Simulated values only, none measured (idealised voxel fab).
Proc. module: voxel gate over fins
Cross-section cut spans 240 nm and uses square cells 5 nm in size.
Cross-sections here: square-cell grids, written as top-down lists of bands, a band being one or more rows of cells.
First you get the band's top height and its bottom height, in nm, and then the materials it's made of, left to right, with each width in nm. If you see a single material with "all across", that one covers the band edge to edge. "blank" is empty space.
Zero point of the height axis is 0; under it, received wafer = one material. Lowest band: continues down indefinitely, "0 and below".
Per-row width for "30->40": begins at first number (top row of band), ends at second number (bottom row), increment between rows held constant.
Where the words "no change" appear for a step, the cross-section shows no cell changed by that step; every cell remained as before.
Voids not open to the top, 8 cells minimum: see "Sealed internal cavities". Written width x height at distance; distance is from the left edge; nm.
Heads up: the bit after the settings on a step's line is the simulator's remark on that step.
What "overlay nm" on a step's line means: if the step has a mask, that mask lay this far to the right of its planned place, or, when the value is negative, to the left.
Listed below are the process steps as planned
| 1 | RECEIVE | material Si |
| 2 | CONFORMAL_DEP | material SiN | thk nm 5 |
| 3 | PATTERN | tone cover | mask id FINS | material resist | width nm 15 | pitch nm 55 | thk nm 20 | overlay nm 0 |
| 4 | DIRECTIONAL_ETCH | etch materials SiN | depth nm 5 |
| 5 | DIRECTIONAL_ETCH | etch materials Si | depth nm 35 |
| 6 | STRIP | etch materials resist |
| 7 | OXIDIZE | depth nm 5 |
| 8 | FILL_DEP | material SiO2 | thk nm 15 |
| 9 | CMP | height nm 5 |
| 10 | MASKED_ETCH | tone open | mask id RAIL | width nm 15 | etch materials SiO2 | depth nm 35 | overlay nm 0 |
| 11 | CONFORMAL_DEP | material TiN | thk nm 5 |
| 12 | FILL_DEP | material Ru | thk nm 10 |
| 13 | CMP | height nm 5 |
| 14 | SELECTIVE_ETCH | etch materials W Ru TiN | depth nm 25 |
| 15 | FILL_DEP | material SiO2 | thk nm 5 |
| 16 | CMP | height nm 5 |
| 17 | SELECTIVE_ETCH | etch materials SiO2 | depth nm 15 |
| 18 | STRIP | etch materials SiN |
| 19 | CONFORMAL_DEP | material HfO2 | thk nm 5 |
| 20 | CONFORMAL_DEP | material TiN | thk nm 5 |
| 21 | CONFORMAL_DEP | material TiAl | thk nm 5 |
| 22 | CONFORMAL_DEP | material TiN | thk nm 5 |
| 23 | FILL_DEP | material W | thk nm 10 |
| 24 | CMP | height nm 25 |
| 25 | CONFORMAL_DEP | material SiCN | thk nm 10 |
Wafer as received: cross-section following step 1
    0 and below | Si all across
    Sealed internal cavities: none
Wafer cross-section at module end: first of two, run to plan
    35 down to 25 | SiCN all across
    25 down to 20 | W all across
    20 down to 15 | W: 70 | TiN: 45 | W: 10 | TiN: 45 | W: 70
    15 down to 10 | W: 70 | TiN: 5 | TiAl: 35 | TiN: 5 | W: 10 | TiN: 5 | TiAl: 35 | TiN: 5 | W: 70
    10 down to 5 | TiN: 75 | TiAl: 5 | TiN: 25 | TiAl: 5 | TiN: 20 | TiAl: 5 | TiN: 25 | TiAl: 5 | TiN: 75
    5 down to 0 | TiAl: 80 | TiN: 5 | HfO2: 15 | TiN: 5 | TiAl: 30 | TiN: 5 | HfO2: 15 | TiN: 5 | TiAl: 80
    0 down to -5 | TiN: 85 | HfO2: 5 | Si: 5 | HfO2: 5 | TiN: 40 | HfO2: 5 | Si: 5 | HfO2: 5 | TiN: 85
    -5 down to -10 | HfO2: 90 | Si: 5 | HfO2: 50 | Si: 5 | HfO2: 90
    -10 down to -20 | SiO2: 90 | Si: 5 | SiO2: 50 | Si: 5 | SiO2: 90
    -20 down to -25 | SiO2: 90 | Si: 5 | SiO2: 15 | TiN: 5 | Ru: 5 | TiN: 5 | SiO2: 20 | Si: 5 | SiO2: 90
    -25 down to -30 | SiO2: 90 | Si: 5 | SiO2: 15 | TiN: 15 | SiO2: 20 | Si: 5 | SiO2: 90
    -30 down to -40 | SiO2: 90 | Si: 5 | SiO2: 50 | Si: 5 | SiO2: 90
    -40 and below | Si all across
    Sealed internal cavities: none
What the second wafer looks like in cross-section once the module is done. Its start and its plan matched the first wafer's exactly; what differed was one mistake in how it was run
    35 down to 25 | SiCN all across
    25 down to 20 | W all across
    20 down to 15 | W: 70 | TiN: 45 | W: 10 | TiN: 45 | W: 70
    15 down to 10 | W: 70 | TiN: 5 | TiAl: 35 | TiN: 5 | W: 10 | TiN: 5 | TiAl: 35 | TiN: 5 | W: 70
    10 down to 5 | W: 70 | TiN: 5 | TiAl: 5 | TiN: 25 | TiAl: 5 | TiN: 5 | W: 10 | TiN: 5 | TiAl: 5 | TiN: 25 | TiAl: 5 | TiN: 5 | W: 70
    5 down to 0 | W: 70 | TiN: 5 | TiAl: 5 | TiN: 5 | HfO2: 15 | TiN: 5 | TiAl: 5 | TiN: 5 | W: 10 | TiN: 5 | TiAl: 5 | TiN: 5 | HfO2: 15 | TiN: 5 | TiAl: 5 | TiN: 5 | W: 70
    0 down to -5 | W: 70 | TiN: 5 | TiAl: 5 | TiN: 5 | HfO2: 5 | Si: 5 | HfO2: 5 | TiN: 5 | TiAl: 5 | TiN: 20 | TiAl: 5 | TiN: 5 | HfO2: 5 | Si: 5 | HfO2: 5 | TiN: 5 | TiAl: 5 | TiN: 5 | W: 70
    -5 down to -10 | TiN: 75 | TiAl: 5 | TiN: 5 | HfO2: 5 | Si: 5 | HfO2: 5 | TiN: 5 | TiAl: 30 | TiN: 5 | HfO2: 5 | Si: 5 | HfO2: 5 | TiN: 5 | TiAl: 5 | TiN: 75
    -10 down to -15 | TiAl: 80 | TiN: 5 | HfO2: 5 | Si: 5 | HfO2: 5 | TiN: 40 | HfO2: 5 | Si: 5 | HfO2: 5 | TiN: 5 | TiAl: 80
    -15 down to -20 | TiN: 85 | HfO2: 5 | Si: 5 | HfO2: 5 | TiN: 5 | HfO2: 25 | TiN: 10 | HfO2: 5 | Si: 5 | HfO2: 5 | TiN: 85
    -20 down to -25 | HfO2: 90 | Si: 5 | HfO2: 15 | TiN: 5 | Ru: 5 | TiN: 5 | HfO2: 20 | Si: 5 | HfO2: 90
    -25 down to -30 | SiO2: 90 | Si: 5 | SiO2: 15 | TiN: 15 | SiO2: 20 | Si: 5 | SiO2: 90
    -30 down to -40 | SiO2: 90 | Si: 5 | SiO2: 50 | Si: 5 | SiO2: 90
    -40 and below | Si all across
    Sealed internal cavities: none
What went wrong in running the wafer? the plan's step 17 ran twice
Count the cells at the end and the second wafer has more or fewer of some materials than the first: 14 more of HfO2, 135 fewer of SiO2, 10 more of TiAl, 23 more of TiN, 88 more of W
